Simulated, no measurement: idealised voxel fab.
The following is a process module called voxel capacitor over wiring.
The width of the displayed cross-section, cut, is 285 nm; its cells are square, with a size of 5 nm.
A cross-section is written here as square cells arranged in a grid, and it is given in bands from the top down, each band taking up one or more rows of cells.
Band: top and bottom heights (nm) first, top before bottom; then materials from left to right, widths in nm. "edge to edge" marks a sole material filling the band edge to edge. "empty" denotes empty space.
Where do heights start? At 0: under that level the wafer as delivered is made of one material only. And the lowest band has no floor; it just carries on downward, as in "0..down".
Top row gets the first number, bottom row gets the second, and each row in between changes by the same step: that is how a band width like "30 to 40" works.
Given "stayed the same" for a step, no cell of the cross-section differs between before and after that step.
Under "Closed void list" you'll find the enclosed gaps, the ones with no way out to the top, that are 8 cells or bigger; each reads width x height at distance, with distance counted from the left edge, everything in nm.
Heads up: the bit after the settings on a step's line is the simulator's remark on that step.
overlay nm, on a step with a mask: how far to the right of its planned place the mask lay; to the left if negative
Here's what the planned process steps look like
1 RECEIVE | material Si
2 CONFORMAL_DEP | material SiO2 | thk nm 10
3 CONFORMAL_DEP | material SiN | thk nm 5
4 DIRECTIONAL_DEP | material SiO2 | thk nm 20
5 MASKED_ETCH | tone open | mask id METAL_1 | width nm 30 | pitch nm 90 | etch materials SiO2 | depth nm 20 | overlay nm 0
6 MASKED_ETCH | tone open | mask id METAL_1 | width nm 30 | pitch nm 90 | etch materials SiN | depth nm 5 | overlay nm 0
7 CONFORMAL_DEP | material TiN | thk nm 5
8 FILL_DEP | material W | thk nm 5
9 CMP | height nm 35
10 CONFORMAL_DEP | material SiCN | thk nm 5
11 DIRECTIONAL_DEP | material SiO2 | thk nm 15
12 PATTERN | tone open | mask id PLUG_1 | material resist | width nm 15 | thk nm 15 | overlay nm 0
13 DIRECTIONAL_ETCH | etch materials SiO2 | depth nm 15
14 DIRECTIONAL_ETCH | etch materials SiCN | depth nm 5
15 STRIP | etch materials resist
16 EPI | material Ru | thk nm 10
17 EPI | material Ru | thk nm 10
18 DIRECTIONAL_DEP | material TiN | thk nm 10
19 DIRECTIONAL_DEP | material SiN | thk nm 5
20 DIRECTIONAL_DEP | material TiN | thk nm 5
21 DIRECTIONAL_DEP | material aC | thk nm 15
22 PATTERN | tone cover | mask id UPPER_PLATE | material resist | width nm 65 | thk nm 30 | overlay nm 0
23 DIRECTIONAL_ETCH | etch materials aC | depth nm 15
24 STRIP | etch materials resist
25 DIRECTIONAL_ETCH | etch materials TiN | depth nm 5
26 DIRECTIONAL_ETCH | etch materials SiN | depth nm 5
27 STRIP | etch materials aC
28 DIRECTIONAL_DEP | material aC | thk nm 15
29 PATTERN | tone cover | mask id LOWER_PLATE | material resist | width nm 75 | thk nm 35 | overlay nm 0
30 DIRECTIONAL_ETCH | etch materials aC | depth nm 15
31 STRIP | etch materials resist
32 DIRECTIONAL_ETCH | etch materials TiN | depth nm 10
33 STRIP | etch materials aC
34 FILL_DEP | material SiO2 | thk nm 15
35 CMP | height nm 85
36 DIRECTIONAL_DEP | material aC | thk nm 15
37 PATTERN | tone open | mask id PLUG_2 | material resist | width nm 15 | thk nm 35 | overlay nm 0
38 DIRECTIONAL_ETCH | etch materials aC | depth nm 15
39 STRIP | etch materials resist
40 DIRECTIONAL_ETCH | etch materials SiO2 | depth nm 10
41 STRIP | etch materials aC
42 CONFORMAL_DEP | material TiN | thk nm 5
43 FILL_DEP | material Ru | thk nm 5
44 CMP | height nm 85
45 CONFORMAL_DEP | material SiN | thk nm 5
Cross-section of the wafer as it came to us, i.e., already through step 1
> 0..down = Si edge to edge
> Closed void list: none
The first of two wafers, cross-sectioned at the end of the module, with the run proceeding as planned
> 90..85 = SiN edge to edge
> 85..80 = 105 nm SiO2 | 5 nm TiN | 5 nm Ru | 5 nm TiN | 165 nm SiO2
> 80..70 = 105 to 95 nm SiO2 | 15 to 65 nm TiN | 165 to 125 nm SiO2
> 70..65 = 95 nm SiO2 | 65 nm SiN | 125 nm SiO2
> 65..55 = 90 nm SiO2 | 75 nm TiN | 120 nm SiO2
> 55..40 = 95 nm SiO2 | 15 nm Ru | 175 nm SiO2
> 40..35 = 95 nm SiCN | 15 nm Ru | 175 nm SiCN
> 35..15 = 80 nm SiO2 | 5 nm TiN | 20 nm W | 5 nm TiN | 60 nm SiO2 | 5 nm TiN | 20 nm W | 5 nm TiN | 85 nm SiO2
> 15..10 = 80 nm SiN | 30 nm TiN | 60 nm SiN | 30 nm TiN | 85 nm SiN
> 10..0 = SiO2 edge to edge
> 0..down = Si edge to edge
> Closed void list: none
This is the second of the two wafers, cross-sectioned at the end of the module; it started exactly like the first and was given the same plan, but it was run with one mistake
> 90..85 = SiN edge to edge
> 85..80 = 105 nm SiO2 | 5 nm TiN | 5 nm Ru | 5 nm TiN | 165 nm SiO2
> 80..70 = 105 to 110 nm SiO2 | 15 to 50 nm TiN | 165 to 125 nm SiO2
> 70..65 = 95 nm SiO2 | 15 nm TiN | 50 nm SiN | 125 nm SiO2
> 65..60 = 90 nm SiO2 | 5 nm TiN | 15 nm SiN | 55 nm TiN | 120 nm SiO2
> 60..55 = 90 nm SiO2 | 75 nm TiN | 120 nm SiO2
> 55..50 = 95 nm SiCN | 15 nm TiN | 175 nm SiCN
> 50..35 = SiO2 edge to edge
> 35..15 = 80 nm SiO2 | 5 nm TiN | 20 nm W | 5 nm TiN | 60 nm SiO2 | 5 nm TiN | 20 nm W | 5 nm TiN | 85 nm SiO2
> 15..10 = 80 nm SiN | 30 nm TiN | 60 nm SiN | 30 nm TiN | 85 nm SiN
> 10..0 = SiO2 edge to edge
> 0..down = Si edge to edge
> Closed void list: none
what went wrong: the intended sequence of steps 10 and 11 was reversed during processing, with each occupying the position of the other
Wrapping up, a cell-based count of both wafers puts the second over or under the first for these materials: Ru -12, SiO2 +12
